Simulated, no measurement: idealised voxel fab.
process module | voxel lift off
cross-section cut | 155 nm wide | cells 5 nm
A cross-section is a grid of square cells, given in bands from the top down. A band is one or more rows of cells.
Each band's line starts with the height of the band's top and of its bottom, in nm. Then come its materials from left to right, each with its width in nm. One material with "throughout" fills the band from edge to edge. "air" is empty space.
Height 0 is the level under which the wafer as received is all one material. The lowest band goes on downwards, as in "0 down".
A width such as "30 to 40" changes by the same amount from each row of cells to the next, from the band's top row to its bottom row.
"no change" after a step means that no cell of the cross-section changed.
closed voids: empty space of 8 cells or more with no open way to the top, each as width x height at its distance from the left edge, in nm
after a step's settings: what the simulator itself notes on the step
overlay nm, on a step with a mask: how far to the right of its planned place the mask lay; to the left if negative
plan
1 op RECEIVE | material Si
2 op CONFORMAL_DEP | material SiN | thk nm 10
3 op PATTERN | tone open | mask id LINES | material resist | width nm 25 | pitch nm 40 | thk nm 30 | overlay nm 0
4 op DIRECTIONAL_DEP | material Ru | thk nm 15
5 op STRIP | etch materials resist
6 op CONFORMAL_DEP | material SiCN | thk nm 5
as received, after step 1
  0 down: Si throughout
  closed voids: none
a wafer at the end: this start, this plan, one mistake
  30 to 25: SiCN 30 | air 15 | SiCN 25 | air 15 | SiCN 25 | air 15 | SiCN 30
  25 to 15: Ru 25 | SiCN 5 | air 15 | SiCN 5 | Ru 15 | SiCN 5 | air 15 | SiCN 5 | Ru 15 | SiCN 5 | air 15 | SiCN 5 | Ru 25
  15 to 10: Ru 25 | SiCN 25 | Ru 15 | SiCN 25 | Ru 15 | SiCN 25 | Ru 25
  10 to 0: SiN throughout
  0 down: Si throughout
  closed voids: none
what went wrong: step 3 ran as: op PATTERN | tone cover | mask id LINES | material resist | width nm 25 | pitch nm 40 | thk nm 30 | overlay nm 0
